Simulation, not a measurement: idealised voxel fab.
process module | voxel air gaps
cross-section cut | 230 nm wide | cells 5 nm
A cross-section is a grid of square cells, given in bands from the top down. A band is one or more rows of cells.
Each band's line starts with the height of the band's top and of its bottom, in nm. Then come its materials from left to right, each with its width in nm. One material with "throughout" fills the band from edge to edge. "air" is empty space.
Height 0 is the level under which the wafer as received is all one material. The lowest band goes on downwards, as in "0 down".
A width such as "30 to 40" changes by the same amount from each row of cells to the next, from the band's top row to its bottom row.
"no change" after a step means that no cell of the cross-section changed.
closed voids: empty space of 8 cells or more with no open way to the top, each as width x height at its distance from the left edge, in nm
after a step's settings: what the simulator itself notes on the step
overlay nm, on a step with a mask: how far to the right of its planned place the mask lay; to the left if negative
plan
1 op RECEIVE | material Si
2 op CONFORMAL_DEP | material SiO2 | thk nm 10
3 op CONFORMAL_DEP | material SiCN | thk nm 5
4 op DIRECTIONAL_DEP | material SiO2 | thk nm 35
5 op PATTERN | tone open | mask id LINES | material resist | width nm 15 | pitch nm 40 | thk nm 20 | overlay nm 0
6 op DIRECTIONAL_ETCH | etch materials SiO2 | depth nm 35
7 op STRIP | etch materials resist
8 op CONFORMAL_DEP | material TiN | thk nm 5
9 op FILL_DEP | material W | thk nm 5
10 op CMP | height nm 50
11 op EPI | material Ru | thk nm 10
12 op SELECTIVE_ETCH | etch materials SiO2 | depth nm 45
13 op CONFORMAL_DEP | material SiCN | thk nm 5
varied across the wafers: thk nm of step 8. The plan shows the first wafer's value. All wafers start alike
first wafer as received, after step 1
  0 down: Si throughout
  closed voids: none
first wafer at the end, after step 13
  65 to 60: air 50 | SiCN 125 | air 55
  60 to 50: air 50 | SiCN 5 | Ru 35 | SiCN 5 | Ru 35 | SiCN 5 | Ru 35 | SiCN 5 | air 55
  50 to 45: air 50 | SiCN 15 | TiN 5 | W 5 | TiN 5 | SiCN 25 | TiN 5 | W 5 | TiN 5 | SiCN 25 | TiN 5 | W 5 | TiN 5 | SiCN 15 | air 55
  45 to 20: air 60 | SiCN 5 | TiN 5 | W 5 | TiN 5 | SiCN 5 | air 15 | SiCN 5 | TiN 5 | W 5 | TiN 5 | SiCN 5 | air 15 | SiCN 5 | TiN 5 | W 5 | TiN 5 | SiCN 5 | air 65
  20 to 15: SiCN 65 | TiN 15 | SiCN 25 | TiN 15 | SiCN 25 | TiN 15 | SiCN 70
  15 to 10: SiCN throughout
  10 to 0: SiO2 throughout
  0 down: Si throughout
  closed voids: 15 x 25 at 85; 15 x 25 at 125
last wafer at the end
  65 to 60: air 50 | SiCN 125 | air 55
  60 to 50: air 50 | SiCN 5 | Ru 35 | SiCN 5 | Ru 35 | SiCN 5 | Ru 35 | SiCN 5 | air 55
  50 to 45: air 50 | SiCN 15 | TiN 15 | SiCN 25 | TiN 15 | SiCN 25 | TiN 15 | SiCN 15 | air 55
  45 to 20: air 60 | SiCN 5 | TiN 15 | SiCN 5 | air 15 | SiCN 5 | TiN 15 | SiCN 5 | air 15 | SiCN 5 | TiN 15 | SiCN 5 | air 65
  20 to 15: SiCN 65 | TiN 15 | SiCN 25 | TiN 15 | SiCN 25 | TiN 15 | SiCN 70
  15 to 10: SiCN throughout
  10 to 0: SiO2 throughout
  0 down: Si throughout
  closed voids: 15 x 25 at 85; 15 x 25 at 125
each wafer at the end: cells of each material gained (+) or lost (-) since it was received, then its closed voids
thk nm 5 | +42 Ru | +162 SiCN | +92 SiO2 | +45 TiN | +18 W | closed voids: 15 x 25 at 85; 15 x 25 at 125
thk nm 10 | +42 Ru | +162 SiCN | +92 SiO2 | +63 TiN | closed voids: 15 x 25 at 85; 15 x 25 at 125
thk nm 15 | +42 Ru | +162 SiCN | +92 SiO2 | +63 TiN | closed voids: 15 x 25 at 85; 15 x 25 at 125
thk nm 20 | +42 Ru | +162 SiCN | +92 SiO2 | +63 TiN | closed voids: 15 x 25 at 85; 15 x 25 at 125
